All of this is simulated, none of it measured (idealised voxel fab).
This is a process module. Its name is voxel fin reveal.
It is cross-section cut that appears here, measuring 280 nm in width, its square cells being 5 nm in size.
Heads up, the way a cross-section reads in here is a grid of square cells, handed over as bands from the top down, with every band being one or more rows of cells. What a band's entry tells you: where the top is and where the bottom is, as heights in nm, and after that what lies inside, material by material from left to right, each with its width in nm. Empty space is written as the word "air", and a single material marked with the word "all across" occupies the band from edge to edge. Heads up on the height convention: 0 is the point under which the incoming wafer is all one material, and the lowest band has no bottom, it just keeps going down, like "0..down". The width entry "30->40" should be interpreted row by row: the top row of cells in the band takes the first number, the bottom row takes the second number, and the change between adjacent rows is uniform throughout. What does "left unchanged" mean for a step? It means no cell of the cross-section changed in that step. For the entry "Unvented voids", the listed items are empty spaces with no open way to the top whose size is 8 cells or more; each item follows the pattern width x height at distance, where distance is from the left edge and all three are in nm. Formally, on a step line, whatever follows the settings is a remark that the simulator itself makes on the step. overlay nm: for a step with a mask, the amount by which the mask lay right of where it was planned; a negative amount means left of it.
PLAN
1 RECEIVE, material Si
2 CONFORMAL_DEP, material SiN, thk nm 5
3 DIRECTIONAL_DEP, material aC, thk nm 15
4 PATTERN, tone cover, mask id FINS, material resist, width nm 15, pitch nm 40, thk nm 30, overlay nm 0
5 DIRECTIONAL_ETCH, etch materials aC, depth nm 15
6 STRIP, etch materials resist
7 DIRECTIONAL_ETCH, etch materials SiN, depth nm 5
8 DIRECTIONAL_ETCH, etch materials Si, depth nm 40
9 STRIP, etch materials aC
10 FILL_DEP, material SiO2, thk nm 5
11 CMP, height nm 5
12 SELECTIVE_ETCH, etch materials SiO2, depth nm 25
13 STRIP, etch materials SiN
Same starting wafers, different depth nm at step 12. Plan value belongs to the first wafer.
CROSS-SECTION OF THE FIRST OF SEVERAL RECEIVED WAFERS, SHOWING ITS STATE AFTER STEP 1
0..down: Si all across
Unvented voids: none
BELOW IS A PER-WAFER TABLE. IN IT, EACH ROW DESCRIBES THE WAFER AT THE END OF THE MODULE BY GIVING, FOR EACH MATERIAL, THE NUMBER OF CELLS GAINED (+) OR LOST (-) SINCE THE WAFER WAS RECEIVED, AND AFTER THAT THE CLOSED VOIDS OF THE WAFER
depth nm 25; -352 Si; +176 SiO2; Unvented voids: none
depth nm 30; -352 Si; +132 SiO2; Unvented voids: none
depth nm 35; -352 Si; +88 SiO2; Unvented voids: none
depth nm 40; -352 Si; +44 SiO2; Unvented voids: none
depth nm 45; -352 Si; Unvented voids: none
depth nm 50; -352 Si; Unvented voids: none
